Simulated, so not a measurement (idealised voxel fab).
Process module, titled voxel self aligned contacts
Each square cell in cross-section cut measures 5 nm, and the section as a whole is 290 nm wide.
When this document writes out a cross-section, it uses a grid of square cells and lists it as bands, beginning at the top and moving down, with a band standing for one or more rows of cells.
Band: top height; bottom height; in nm. Then, left to right: material with width in nm, for each material. "all across": a single material spanning edge to edge. "empty": empty space.
A quick word on heights: they are counted from 0, and under that level the wafer as it came to us is one material throughout. The lowest band is different from the rest in having no bottom; it simply continues downward, written as in "0 down".
A width such as "30->40" changes by the same amount from each row of cells to the next, from the band's top row to its bottom row.
Take "no modification" at face value: in the step it is given for, the cross-section changed in none of its cells.
"Enclosed void entries" means: voids of 8 cells or more that are shut off from the top with no open way through. Written width x height at distance, distance from the left edge, in nm.
Where a step's line continues beyond its settings, the continuation is a remark by the simulator itself on that step.
The line of a step may include "overlay nm". On a step with a mask, this value is how far to the right of its planned place the mask lay. A negative value means the mask lay to the left.

## Set out below are the planned steps of the process
1 RECEIVE,material Si
2 OXIDIZE,depth nm 5
3 DIRECTIONAL_DEP,material polySi,thk nm 25
4 DIRECTIONAL_DEP,material SiN,thk nm 20
5 DIRECTIONAL_DEP,material aC,thk nm 15
6 PATTERN,tone cover,mask id GATE,material resist,width nm 25,pitch nm 70,thk nm 30,overlay nm 0
7 DIRECTIONAL_ETCH,etch materials aC,depth nm 15
8 STRIP,etch materials resist
9 DIRECTIONAL_ETCH,etch materials SiN,depth nm 20
10 DIRECTIONAL_ETCH,etch materials polySi,depth nm 25
11 STRIP,etch materials aC
12 CONFORMAL_DEP,material SiN,thk nm 10
13 DIRECTIONAL_ETCH,etch materials SiN,depth nm 10
14 FILL_DEP,material SiO2,thk nm 20
15 CMP,height nm 55
16 MASKED_ETCH,tone open,mask id CONTACT,width nm 55,etch materials SiO2,depth nm 60,overlay nm 0
17 CONFORMAL_DEP,material TiN,thk nm 5
18 FILL_DEP,material W,thk nm 10
19 CMP,height nm 55
20 CONFORMAL_DEP,material SiN,thk nm 5

## Incoming wafer, cross-sectional view, post step 1
0 down | Si all across
Enclosed void entries: none

## This is how the wafer looks in cross-section once the module is done, given the starting state and plan above and one mistake in carrying the plan out
60 to 55 | SiN all across
55 to 45 | SiO2 115 nm, TiN 5->20 nm, W 45->15 nm, TiN 5->20 nm, SiO2 120 nm
45 to 40 | SiO2 85 nm, SiN 45 nm, TiN 5 nm, W 15 nm, TiN 5 nm, SiN 45 nm, SiO2 90 nm
40 to 35 | SiO2 85 nm, SiN 45 nm, TiN 25 nm, SiN 45 nm, SiO2 90 nm
35 to 25 | SiN all across
25 to 0 | polySi all across
0 to -5 | SiO2 all across
-5 down | Si all across
Enclosed void entries: none
Misprocessing identified: so step 9 ended up running with a different setting than we planned, it ran as DIRECTIONAL_ETCH,etch materials SiN,depth nm 10
